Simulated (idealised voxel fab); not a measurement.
Name of the process module below: voxel capacitor over wiring
It is cross-section cut that appears here, measuring 265 nm in width, its square cells being 5 nm in size.
Cross-section format: a grid of square cells, given as bands from top to bottom; each band is one or more rows of cells.
Band: top height; bottom height; in nm. Then, left to right: material with width in nm, for each material. "throughout": a single material spanning edge to edge. "empty": empty space.
Note: height 0 marks the level under which the wafer is uniformly one material as received. Lowest band unbounded below, written "0 -> down".
When a width is written as two numbers, as in "30..40", the first number is the width in the top row of cells of the band and the second is the width in its bottom row, and the width changes by the same amount from each row to the next.
Basically "nothing changed" means that step didn't change any cell in the cross-section.
"Entrapped void list" lists enclosed empty spaces (at least 8 cells, no open path upward to the top), each as width x height at distance from the left edge, in nm.
Post-settings text on a step line: simulator's own remark regarding the step.
On any step carrying a mask, the "overlay nm" setting, if present on the step's line, tells how far right of its planned place the mask lay; negative values point to the left.
Structure of the following material. The material consists of pairs of cross-sections. Each pair comprises the cross-section before one process step and the cross-section after that step, the latter shown only down to the lowest band that changed. The step between the cross-sections is specified beneath each pair, including its settings. Pairs are not necessarily consecutive: they may derive from different runs of this module performed on the same starting wafer. Continuity with the pair above is to be assumed only where the entry headed "Pre-step section" of the pair in question states it.

# Pre-step section
    95 -> 85: SiO2 throughout
    85 -> 75: SiO2 (85); TiN (65); SiO2 (115)
    75 -> 70: SiO2 (85); HfO2 (65); SiO2 (115)
    70 -> 65: SiO2 (80); TiN (75); SiO2 (110)
    65 -> 50: SiO2 (85); Ru (15); SiO2 (165)
    50 -> 45: SiCN (85); Ru (15); SiCN (165)
    45 -> 20: SiO2 (70); TiN (5); Cu (20); TiN (5); SiO2 (60); TiN (5); Cu (20); TiN (5); SiO2 (75)
    20 -> 15: SiN (70); TiN (30); SiN (60); TiN (30); SiN (75)
    15 -> 0: SiO2 throughout
    0 -> down: Si throughout
    Entrapped void list: none

# After the Step
    115 -> 95: resist (100); empty (15); resist (150)
    Rest of section, below 95: as before.
    Entrapped void list: none
Transition step, before and after shown above: PATTERN: tone open, mask id PLUG_2, material resist, width nm 15, thk nm 20, overlay nm 5

Pre-step section: per the after cross-section of the pair just above.

# After the Step
    115 -> 95: resist (100); empty (15); resist (150)
    95 -> 85: SiO2 (100); empty (15); SiO2 (150)
    Rest of section, below 85: as before.
    Entrapped void list: none
Transition step, before and after shown above: DIRECTIONAL_ETCH: etch materials SiO2, depth nm 10

Pre-step section: per the after cross-section of the pair just above.

# After the Step
    95 -> 85: SiO2 (100); empty (15); SiO2 (150)
    Rest of section, below 85: as before.
    Entrapped void list: none
Transition step, before and after shown above: STRIP: etch materials resist

Pre-step section: per the after cross-section of the pair just above.

# After the Step
    100 -> 95: TiN (105); empty (5); TiN (155)
    95 -> 90: SiO2 (100); TiN (5); empty (5); TiN (5); SiO2 (150)
    90 -> 85: SiO2 (100); TiN (15); SiO2 (150)
    Rest of section, below 85: as before.
    Entrapped void list: none
Transition step, before and after shown above: CONFORMAL_DEP: material TiN, thk nm 5

Pre-step section: per the after cross-section of the pair just above.

# After the Step
    110 -> 100: Cu throughout
    100 -> 95: TiN (105); Cu (5); TiN (155)
    95 -> 90: SiO2 (100); TiN (5); Cu (5); TiN (5); SiO2 (150)
    Rest of section, below 90: as before.
    Entrapped void list: none
Transition step, before and after shown above: FILL_DEP: material Cu, thk nm 10

Pre-step section: per the after cross-section of the pair just above.

# After the Step
    95 -> 90: SiO2 (100); TiN (5); Cu (5); TiN (5); SiO2 (150)
    Rest of section, below 90: as before.
    Entrapped void list: none
Transition step, before and after shown above: CMP: height nm 95

Pre-step section: per the after cross-section of the pair just above.

# After the Step
    100 -> 95: SiN throughout
    Rest of section, below 95: as before.
    Entrapped void list: none
Transition step, before and after shown above: CONFORMAL_DEP: material SiN, thk nm 5

# Pre-step section
    15 -> 0: SiO2 throughout
    0 -> down: Si throughout
    Entrapped void list: none

# After the Step
    20 -> 15: Ru throughout
    Rest of section, below 15: as before.
    Entrapped void list: none
Transition step, before and after shown above: CONFORMAL_DEP: material Ru, thk nm 5

Pre-step section: per the after cross-section of the pair just above.

# After the Step
    45 -> 20: SiO2 throughout
    Rest of section, below 20: as before.
    Entrapped void list: none
Transition step, before and after shown above: DIRECTIONAL_DEP: material SiO2, thk nm 25

Pre-step section: per the after cross-section of the pair just above.

# After the Step
    45 -> 20: SiO2 (70); empty (30); SiO2 (60); empty (30); SiO2 (75)
    Rest of section, below 20: as before.
    Entrapped void list: none
Transition step, before and after shown above: MASKED_ETCH: tone open, mask id METAL_1, width nm 30, pitch nm 90, etch materials SiO2, depth nm 25, overlay nm 0

Pre-step section: per the after cross-section of the pair just above.

# After the Step
    50 -> 45: TiN (75); empty (20); TiN (70); empty (20); TiN (80)
    45 -> 25: SiO2 (70); TiN (5); empty (20); TiN (5); SiO2 (60); TiN (5); empty (20); TiN (5); SiO2 (75)
    25 -> 20: SiO2 (70); TiN (30); SiO2 (60); TiN (30); SiO2 (75)
    Rest of section, below 20: as before.
    Entrapped void list: none
Transition step, before and after shown above: CONFORMAL_DEP: material TiN, thk nm 5

Pre-step section: per the after cross-section of the pair just above.

# After the Step
    60 -> 50: Cu throughout
    50 -> 45: TiN (75); Cu (20); TiN (70); Cu (20); TiN (80)
    45 -> 25: SiO2 (70); TiN (5); Cu (20); TiN (5); SiO2 (60); TiN (5); Cu (20); TiN (5); SiO2 (75)
    Rest of section, below 25: as before.
    Entrapped void list: none
Transition step, before and after shown above: FILL_DEP: material Cu, thk nm 10

Pre-step section: per the after cross-section of the pair just above.

# After the Step
    45 -> 25: SiO2 (70); TiN (5); Cu (20); TiN (5); SiO2 (60); TiN (5); Cu (20); TiN (5); SiO2 (75)
    Rest of section, below 25: as before.
    Entrapped void list: none
Transition step, before and after shown above: CMP: height nm 45

Pre-step section: per the after cross-section of the pair just above.

# After the Step
    50 -> 45: SiCN throughout
    Rest of section, below 45: as before.
    Entrapped void list: none
Transition step, before and after shown above: CONFORMAL_DEP: material SiCN, thk nm 5

Pre-step section: per the after cross-section of the pair just above.

# After the Step
    65 -> 50: SiO2 throughout
    Rest of section, below 50: as before.
    Entrapped void list: none
Transition step, before and after shown above: DIRECTIONAL_DEP: material SiO2, thk nm 15

Pre-step section: per the after cross-section of the pair just above.

# After the Step
    80 -> 65: resist (85); empty (15); resist (165)
    Rest of section, below 65: as before.
    Entrapped void list: none
Transition step, before and after shown above: PATTERN: tone open, mask id PLUG_1, material resist, width nm 15, thk nm 15, overlay nm 0

Pre-step section: per the after cross-section of the pair just above.

# After the Step
    80 -> 65: resist (85); empty (15); resist (165)
    65 -> 50: SiO2 (85); empty (15); SiO2 (165)
    Rest of section, below 50: as before.
    Entrapped void list: none
Transition step, before and after shown above: DIRECTIONAL_ETCH: etch materials SiO2, depth nm 15

Pre-step section: per the after cross-section of the pair just above.

# After the Step
    80 -> 65: resist (85); empty (15); resist (165)
    65 -> 50: SiO2 (85); empty (15); SiO2 (165)
    50 -> 45: SiCN (85); empty (15); SiCN (165)
    Rest of section, below 45: as before.
    Entrapped void list: none
Transition step, before and after shown above: DIRECTIONAL_ETCH: etch materials SiCN, depth nm 5

Pre-step section: per the after cross-section of the pair just above.

# After the Step
    65 -> 50: SiO2 (85); empty (15); SiO2 (165)
    Rest of section, below 50: as before.
    Entrapped void list: none
Transition step, before and after shown above: STRIP: etch materials resist

Pre-step section: per the after cross-section of the pair just above.

# After the Step
    65 -> 55: SiO2 (85); empty (15); SiO2 (165)
    55 -> 50: SiO2 (85); Ru (15); SiO2 (165)
    50 -> 45: SiCN (85); Ru (15); SiCN (165)
    Rest of section, below 45: as before.
    Entrapped void list: none
Transition step, before and after shown above: EPI: material Ru, thk nm 10

Pre-step section: per the after cross-section of the pair just above.

# After the Step
    65 -> 50: SiO2 (85); Ru (15); SiO2 (165)
    Rest of section, below 50: as before.
    Entrapped void list: none
Transition step, before and after shown above: EPI: material Ru, thk nm 10

Pre-step section: per the after cross-section of the pair just above.

# After the Step
    70 -> 65: TiN throughout
    Rest of section, below 65: as before.
    Entrapped void list: none
Transition step, before and after shown above: DIRECTIONAL_DEP: material TiN, thk nm 5

Pre-step section: per the after cross-section of the pair just above.

# After the Step
    75 -> 70: HfO2 throughout
    Rest of section, below 70: as before.
    Entrapped void list: none
Transition step, before and after shown above: DIRECTIONAL_DEP: material HfO2, thk nm 5

Pre-step section: per the after cross-section of the pair just above.

# After the Step
    85 -> 75: TiN throughout
    Rest of section, below 75: as before.
    Entrapped void list: none
Transition step, before and after shown above: DIRECTIONAL_DEP: material TiN, thk nm 10

Pre-step section: per the after cross-section of the pair just above.

# After the Step
    100 -> 85: empty (85); resist (65); empty (115)
    Rest of section, below 85: as before.
    Entrapped void list: none
Transition step, before and after shown above: PATTERN: tone cover, mask id UPPER_PLATE, material resist, width nm 65, thk nm 15, overlay nm 0

Pre-step section: per the after cross-section of the pair just above.

# After the Step
    100 -> 85: empty (85); resist (65); empty (115)
    85 -> 75: empty (85); TiN (65); empty (115)
    Rest of section, below 75: as before.
    Entrapped void list: none
Transition step, before and after shown above: DIRECTIONAL_ETCH: etch materials TiN, depth nm 10

Pre-step section: per the after cross-section of the pair just above.

# After the Step
    100 -> 85: empty (85); resist (65); empty (115)
    85 -> 75: empty (85); TiN (65); empty (115)
    75 -> 70: empty (85); HfO2 (65); empty (115)
    Rest of section, below 70: as before.
    Entrapped void list: none
Transition step, before and after shown above: DIRECTIONAL_ETCH: etch materials HfO2, depth nm 5

Pre-step section: per the after cross-section of the pair just above.

# After the Step
    85 -> 75: empty (85); TiN (65); empty (115)
    Rest of section, below 75: as before.
    Entrapped void list: none
Transition step, before and after shown above: STRIP: etch materials resist

Pre-step section: per the after cross-section of the pair just above.

# After the Step
    100 -> 85: empty (80); resist (75); empty (110)
    85 -> 75: empty (80); resist (5); TiN (65); resist (5); empty (110)
    75 -> 70: empty (80); resist (5); HfO2 (65); resist (5); empty (110)
    Rest of section, below 70: as before.
    Entrapped void list: none
Transition step, before and after shown above: PATTERN: tone cover, mask id LOWER_PLATE, material resist, width nm 75, thk nm 15, overlay nm 0

Pre-step section: per the after cross-section of the pair just above.

# After the Step
    100 -> 85: empty (80); resist (75); empty (110)
    85 -> 75: empty (80); resist (5); TiN (65); resist (5); empty (110)
    75 -> 70: empty (80); resist (5); HfO2 (65); resist (5); empty (110)
    70 -> 65: empty (80); TiN (75); empty (110)
    Rest of section, below 65: as before.
    Entrapped void list: none
Transition step, before and after shown above: DIRECTIONAL_ETCH: etch materials TiN, depth nm 5

Pre-step section: per the after cross-section of the pair just above.

# After the Step
    85 -> 75: empty (85); TiN (65); empty (115)
    75 -> 70: empty (85); HfO2 (65); empty (115)
    Rest of section, below 70: as before.
    Entrapped void list: none
Transition step, before and after shown above: STRIP: etch materials resist

Pre-step section: per the after cross-section of the pair just above.

# After the Step
    100 -> 85: SiO2 throughout
    85 -> 75: SiO2 (85); TiN (65); SiO2 (115)
    75 -> 70: SiO2 (85); HfO2 (65); SiO2 (115)
    70 -> 65: SiO2 (80); TiN (75); SiO2 (110)
    Rest of section, below 65: as before.
    Entrapped void list: none
Transition step, before and after shown above: FILL_DEP: material SiO2, thk nm 15

Pre-step section: per the after cross-section of the pair just above.

# After the Step
    95 -> 85: SiO2 throughout
    Rest of section, below 85: as before.
    Entrapped void list: none
Transition step, before and after shown above: CMP: height nm 95

Pre-step section: per the after cross-section of the pair just above.

# After the Step
    115 -> 95: resist (95); empty (15); resist (155)
    Rest of section, below 95: as before.
    Entrapped void list: none
Transition step, before and after shown above: PATTERN: tone open, mask id PLUG_2, material resist, width nm 15, thk nm 20, overlay nm 0

Pre-step section: per the after cross-section of the pair just above.

# After the Step
    115 -> 95: resist (95); empty (15); resist (155)
    95 -> 85: SiO2 (95); empty (15); SiO2 (155)
    Rest of section, below 85: as before.
    Entrapped void list: none
Transition step, before and after shown above: DIRECTIONAL_ETCH: etch materials SiO2, depth nm 10

Pre-step section: per the after cross-section of the pair just above.

# After the Step
    95 -> 85: SiO2 (95); empty (15); SiO2 (155)
    Rest of section, below 85: as before.
    Entrapped void list: none
Transition step, before and after shown above: STRIP: etch materials resist

Pre-step section: per the after cross-section of the pair just above.

# After the Step
    100 -> 95: TiN (100); empty (5); TiN (160)
    95 -> 90: SiO2 (95); TiN (5); empty (5); TiN (5); SiO2 (155)
    90 -> 85: SiO2 (95); TiN (15); SiO2 (155)
    Rest of section, below 85: as before.
    Entrapped void list: none
Transition step, before and after shown above: CONFORMAL_DEP: material TiN, thk nm 5

Pre-step section: per the after cross-section of the pair just above.

# After the Step
    110 -> 100: Cu throughout
    100 -> 95: TiN (100); Cu (5); TiN (160)
    95 -> 90: SiO2 (95); TiN (5); Cu (5); TiN (5); SiO2 (155)
    Rest of section, below 90: as before.
    Entrapped void list: none
Transition step, before and after shown above: FILL_DEP: material Cu, thk nm 10

Pre-step section: per the after cross-section of the pair just above.

# After the Step
    95 -> 90: SiO2 (95); TiN (5); Cu (5); TiN (5); SiO2 (155)
    Rest of section, below 90: as before.
    Entrapped void list: none
Transition step, before and after shown above: CMP: height nm 95

Pre-step section: per the after cross-section of the pair just above.

# After the Step
    100 -> 95: SiN throughout
    Rest of section, below 95: as before.
    Entrapped void list: none
Transition step, before and after shown above: CONFORMAL_DEP: material SiN, thk nm 5

# Pre-step section
    45 -> 20: SiO2 throughout
    20 -> 15: SiN throughout
    15 -> 0: SiO2 throughout
    0 -> down: Si throughout
    Entrapped void list: none

# After the Step
    45 -> 20: empty (70); SiO2 (30); empty (60); SiO2 (30); empty (75)
    Rest of section, below 20: as before.
    Entrapped void list: none
Transition step, before and after shown above: MASKED_ETCH: tone cover, mask id METAL_1, width nm 30, pitch nm 90, etch materials SiO2, depth nm 25, overlay nm 0

Pre-step section: per the after cross-section of the pair just above.

# After the Step
    50 -> 45: empty (65); TiN (40); empty (50); TiN (40); empty (70)
    45 -> 25: empty (65); TiN (5); SiO2 (30); TiN (5); empty (50); TiN (5); SiO2 (30); TiN (5); empty (70)
    25 -> 20: TiN (70); SiO2 (30); TiN (60); SiO2 (30); TiN (75)
    Rest of section, below 20: as before.
    Entrapped void list: none
Transition step, before and after shown above: CONFORMAL_DEP: material TiN, thk nm 5

Pre-step section: per the after cross-section of the pair just above.

# After the Step
    60 -> 50: Cu throughout
    50 -> 45: Cu (65); TiN (40); Cu (50); TiN (40); Cu (70)
    45 -> 25: Cu (65); TiN (5); SiO2 (30); TiN (5); Cu (50); TiN (5); SiO2 (30); TiN (5); Cu (70)
    Rest of section, below 25: as before.
    Entrapped void list: none
Transition step, before and after shown above: FILL_DEP: material Cu, thk nm 10

Pre-step section: per the after cross-section of the pair just above.

# After the Step
    45 -> 25: Cu (65); TiN (5); SiO2 (30); TiN (5); Cu (50); TiN (5); SiO2 (30); TiN (5); Cu (70)
    Rest of section, below 25: as before.
    Entrapped void list: none
Transition step, before and after shown above: CMP: height nm 45

Pre-step section: per the after cross-section of the pair just above.

# After the Step
    50 -> 45: SiCN throughout
    Rest of section, below 45: as before.
    Entrapped void list: none
Transition step, before and after shown above: CONFORMAL_DEP: material SiCN, thk nm 5

Pre-step section: per the after cross-section of the pair just above.

# After the Step
    65 -> 50: SiO2 throughout
    Rest of section, below 50: as before.
    Entrapped void list: none
Transition step, before and after shown above: DIRECTIONAL_DEP: material SiO2, thk nm 15

Pre-step section: per the after cross-section of the pair just above.

# After the Step
    80 -> 65: resist (85); empty (15); resist (165)
    Rest of section, below 65: as before.
    Entrapped void list: none
Transition step, before and after shown above: PATTERN: tone open, mask id PLUG_1, material resist, width nm 15, thk nm 15, overlay nm 0

Pre-step section: per the after cross-section of the pair just above.

# After the Step
    80 -> 65: resist (85); empty (15); resist (165)
    65 -> 50: SiO2 (85); empty (15); SiO2 (165)
    Rest of section, below 50: as before.
    Entrapped void list: none
Transition step, before and after shown above: DIRECTIONAL_ETCH: etch materials SiO2, depth nm 15

Pre-step section: per the after cross-section of the pair just above.

# After the Step
    80 -> 65: resist (85); empty (15); resist (165)
    65 -> 50: SiO2 (85); empty (15); SiO2 (165)
    50 -> 45: SiCN (85); empty (15); SiCN (165)
    Rest of section, below 45: as before.
    Entrapped void list: none
Transition step, before and after shown above: DIRECTIONAL_ETCH: etch materials SiCN, depth nm 5

Pre-step section: per the after cross-section of the pair just above.

# After the Step
    65 -> 50: SiO2 (85); empty (15); SiO2 (165)
    Rest of section, below 50: as before.
    Entrapped void list: none
Transition step, before and after shown above: STRIP: etch materials resist

Pre-step section: per the after cross-section of the pair just above.

# After the Step
    70 -> 65: TiN (85); empty (15); TiN (165)
    65 -> 50: SiO2 (85); empty (15); SiO2 (165)
    50 -> 45: SiCN (85); TiN (15); SiCN (165)
    Rest of section, below 45: as before.
    Entrapped void list: none
Transition step, before and after shown above: DIRECTIONAL_DEP: material TiN, thk nm 5

Pre-step section: per the after cross-section of the pair just above.

# After the Step
    75 -> 70: HfO2 (85); empty (15); HfO2 (165)
    70 -> 65: TiN (85); empty (15); TiN (165)
    65 -> 55: SiO2 (85); empty (15); SiO2 (165)
    55 -> 50: SiO2 (85); HfO2 (15); SiO2 (165)
    Rest of section, below 50: as before.
    Entrapped void list: none
Transition step, before and after shown above: DIRECTIONAL_DEP: material HfO2, thk nm 5

Pre-step section: per the after cross-section of the pair just above.

# After the Step
    85 -> 75: TiN (85); empty (15); TiN (165)
    75 -> 70: HfO2 (85); empty (15); HfO2 (165)
    70 -> 65: TiN (85); empty (15); TiN (165)
    65 -> 55: SiO2 (85); TiN (15); SiO2 (165)
    Rest of section, below 55: as before.
    Entrapped void list: none
Transition step, before and after shown above: DIRECTIONAL_DEP: material TiN, thk nm 10

Pre-step section: per the after cross-section of the pair just above.

# After the Step
    100 -> 85: empty (85); resist (65); empty (115)
    85 -> 75: TiN (85); resist (15); TiN (165)
    75 -> 70: HfO2 (85); resist (15); HfO2 (165)
    70 -> 65: TiN (85); resist (15); TiN (165)
    Rest of section, below 65: as before.
    Entrapped void list: none
Transition step, before and after shown above: PATTERN: tone cover, mask id UPPER_PLATE, material resist, width nm 65, thk nm 15, overlay nm 0

Pre-step section: per the after cross-section of the pair just above.

# After the Step
    100 -> 85: empty (85); resist (65); empty (115)
    85 -> 75: empty (85); resist (15); TiN (50); empty (115)
    Rest of section, below 75: as before.
    Entrapped void list: none
Transition step, before and after shown above: DIRECTIONAL_ETCH: etch materials TiN, depth nm 10

Pre-step section: per the after cross-section of the pair just above.

# After the Step
    100 -> 85: empty (85); resist (65); empty (115)
    85 -> 75: empty (85); resist (15); TiN (50); empty (115)
    75 -> 70: empty (85); resist (15); HfO2 (50); empty (115)
    Rest of section, below 70: as before.
    Entrapped void list: none
Transition step, before and after shown above: DIRECTIONAL_ETCH: etch materials HfO2, depth nm 5

Pre-step section: per the after cross-section of the pair just above.

# After the Step
    85 -> 75: empty (100); TiN (50); empty (115)
    75 -> 70: empty (100); HfO2 (50); empty (115)
    70 -> 65: TiN (85); empty (15); TiN (165)
    Rest of section, below 65: as before.
    Entrapped void list: none
Transition step, before and after shown above: STRIP: etch materials resist

Pre-step section: per the after cross-section of the pair just above.

# After the Step
    100 -> 85: empty (80); resist (75); empty (110)
    85 -> 75: empty (80); resist (20); TiN (50); resist (5); empty (110)
    75 -> 70: empty (80); resist (20); HfO2 (50); resist (5); empty (110)
    70 -> 65: TiN (85); resist (15); TiN (165)
    Rest of section, below 65: as before.
    Entrapped void list: none
Transition step, before and after shown above: PATTERN: tone cover, mask id LOWER_PLATE, material resist, width nm 75, thk nm 15, overlay nm 0

Pre-step section: per the after cross-section of the pair just above.

# After the Step
    100 -> 85: empty (80); resist (75); empty (110)
    85 -> 75: empty (80); resist (20); TiN (50); resist (5); empty (110)
    75 -> 70: empty (80); resist (20); HfO2 (50); resist (5); empty (110)
    70 -> 65: empty (80); TiN (5); resist (15); TiN (55); empty (110)
    Rest of section, below 65: as before.
    Entrapped void list: none
Transition step, before and after shown above: DIRECTIONAL_ETCH: etch materials TiN, depth nm 5

Pre-step section: per the after cross-section of the pair just above.

# After the Step
    85 -> 75: empty (100); TiN (50); empty (115)
    75 -> 70: empty (100); HfO2 (50); empty (115)
    70 -> 65: empty (80); TiN (5); empty (15); TiN (55); empty (110)
    Rest of section, below 65: as before.
    Entrapped void list: none
Transition step, before and after shown above: STRIP: etch materials resist

Pre-step section: per the after cross-section of the pair just above.

# After the Step
    100 -> 85: SiO2 throughout
    85 -> 75: SiO2 (100); TiN (50); SiO2 (115)
    75 -> 70: SiO2 (100); HfO2 (50); SiO2 (115)
    70 -> 65: SiO2 (80); TiN (5); SiO2 (15); TiN (55); SiO2 (110)
    Rest of section, below 65: as before.
    Entrapped void list: none
Transition step, before and after shown above: FILL_DEP: material SiO2, thk nm 15

Pre-step section: per the after cross-section of the pair just above.

# After the Step
    95 -> 85: SiO2 throughout
    Rest of section, below 85: as before.
    Entrapped void list: none
Transition step, before and after shown above: CMP: height nm 95

Pre-step section: per the after cross-section of the pair just above.

# After the Step
    115 -> 95: resist (95); empty (15); resist (155)
    Rest of section, below 95: as before.
    Entrapped void list: none
Transition step, before and after shown above: PATTERN: tone open, mask id PLUG_2, material resist, width nm 15, thk nm 20, overlay nm 0

Pre-step section: per the after cross-section of the pair just above.

# After the Step
    115 -> 95: resist (95); empty (15); resist (155)
    95 -> 85: SiO2 (95); empty (15); SiO2 (155)
    Rest of section, below 85: as before.
    Entrapped void list: none
Transition step, before and after shown above: DIRECTIONAL_ETCH: etch materials SiO2, depth nm 10

Pre-step section: per the after cross-section of the pair just above.

# After the Step
    95 -> 85: SiO2 (95); empty (15); SiO2 (155)
    Rest of section, below 85: as before.
    Entrapped void list: none
Transition step, before and after shown above: STRIP: etch materials resist

Pre-step section: per the after cross-section of the pair just above.

# After the Step
    100 -> 95: TiN (100); empty (5); TiN (160)
    95 -> 90: SiO2 (95); TiN (5); empty (5); TiN (5); SiO2 (155)
    90 -> 85: SiO2 (95); TiN (15); SiO2 (155)
    Rest of section, below 85: as before.
    Entrapped void list: none
Transition step, before and after shown above: CONFORMAL_DEP: material TiN, thk nm 5

Pre-step section: per the after cross-section of the pair just above.

# After the Step
    110 -> 100: Cu throughout
    100 -> 95: TiN (100); Cu (5); TiN (160)
    95 -> 90: SiO2 (95); TiN (5); Cu (5); TiN (5); SiO2 (155)
    Rest of section, below 90: as before.
    Entrapped void list: none
Transition step, before and after shown above: FILL_DEP: material Cu, thk nm 10

Pre-step section: per the after cross-section of the pair just above.

# After the Step
    95 -> 90: SiO2 (95); TiN (5); Cu (5); TiN (5); SiO2 (155)
    Rest of section, below 90: as before.
    Entrapped void list: none
Transition step, before and after shown above: CMP: height nm 95

Pre-step section: per the after cross-section of the pair just above.

# After the Step
    100 -> 95: SiN throughout
    Rest of section, below 95: as before.
    Entrapped void list: none
Transition step, before and after shown above: CONFORMAL_DEP: material SiN, thk nm 5
